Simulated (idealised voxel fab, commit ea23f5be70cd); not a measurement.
process module | voxel self aligned vias
In the cross-section labelled cut, the width is 285 nm and each square cell is 5 nm.
Just so we're on the same page, the cross-sections are grids of square cells, and they're listed out in bands top to bottom, each band one or more rows deep. Top, bottom (nm), then materials left to right with widths (nm); lone material tagged "everywhere" fills the whole band edge to edge; "blank" = empty space. Heights are reckoned from 0. Under this level, the received wafer is all of one material. The bottommost band is open-ended downward, for example "0..down". Note: "30 to 40" means the width goes from the first number (top row of the band) to the second number (bottom row) in equal steps per row of cells. Where the words "changes: none" appear for a step, the cross-section shows no cell changed by that step; every cell remained as before. Entry "Closed void inventory" = empty spaces >= 8 cells with no open way to the top; each as width x height at distance, distance from left edge, all nm. Post-settings text on a step line: simulator's own remark regarding the step. overlay nm: mask offset rightward from planned place, masked step; negative means leftward offset.

### So here's the lineup of process steps we planned
1. RECEIVE: material Si
2. CONFORMAL_DEP: material SiO2, thk nm 10
3. CONFORMAL_DEP: material SiCN, thk nm 5
4. DIRECTIONAL_DEP: material SiO2, thk nm 25
5. PATTERN: tone open, mask id LINES, material resist, width nm 20, pitch nm 55, thk nm 15, overlay nm 0
6. DIRECTIONAL_ETCH: etch materials SiO2, depth nm 25
7. STRIP: etch materials resist
8. CONFORMAL_DEP: material TiN, thk nm 5
9. FILL_DEP: material Ru, thk nm 5
10. CMP: height nm 40
11. SELECTIVE_ETCH: etch materials W Ru TiN, depth nm 10
12. FILL_DEP: material SiN, thk nm 5
13. CMP: height nm 40
14. DIRECTIONAL_DEP: material SiO2, thk nm 20
15. PATTERN: tone open, mask id VIAS, material resist, width nm 40, pitch nm 110, thk nm 20, overlay nm 0
16. DIRECTIONAL_ETCH: etch materials SiO2, depth nm 10
17. DIRECTIONAL_ETCH: etch materials SiN, depth nm 10
18. STRIP: etch materials resist
19. CONFORMAL_DEP: material TiN, thk nm 5
20. FILL_DEP: material Ru, thk nm 5
21. CMP: height nm 60
22. CONFORMAL_DEP: material SiCN, thk nm 5
Be aware that, although all wafers share a common starting state, the depth nm at step 16 differs among them, and the plan displays the first wafer's value.

### The as-received cross-section of the first of several wafers corresponds to the state after step 1
* 0..down = Si everywhere
* Closed void inventory: none

### Below is a per-wafer table. In it, each row describes the wafer at the end of the module by giving, for each material, the number of cells gained (+) or lost (-) since the wafer was received, and after that the closed voids of the wafer
depth nm 10, +24 Ru, +114 SiCN, +24 SiN, +535 SiO2, +44 TiN, Closed void inventory: none
depth nm 15, +36 Ru, +114 SiCN, +24 SiN, +519 SiO2, +48 TiN, Closed void inventory: none
depth nm 20, +56 Ru, +114 SiCN, +8 SiN, +503 SiO2, +60 TiN, Closed void inventory: none
depth nm 25, +64 Ru, +114 SiCN, +8 SiN, +495 SiO2, +60 TiN, Closed void inventory: none
depth nm 30, +72 Ru, +114 SiCN, +8 SiN, +487 SiO2, +60 TiN, Closed void inventory: none
depth nm 35, +72 Ru, +114 SiCN, +8 SiN, +479 SiO2, +68 TiN, Closed void inventory: none
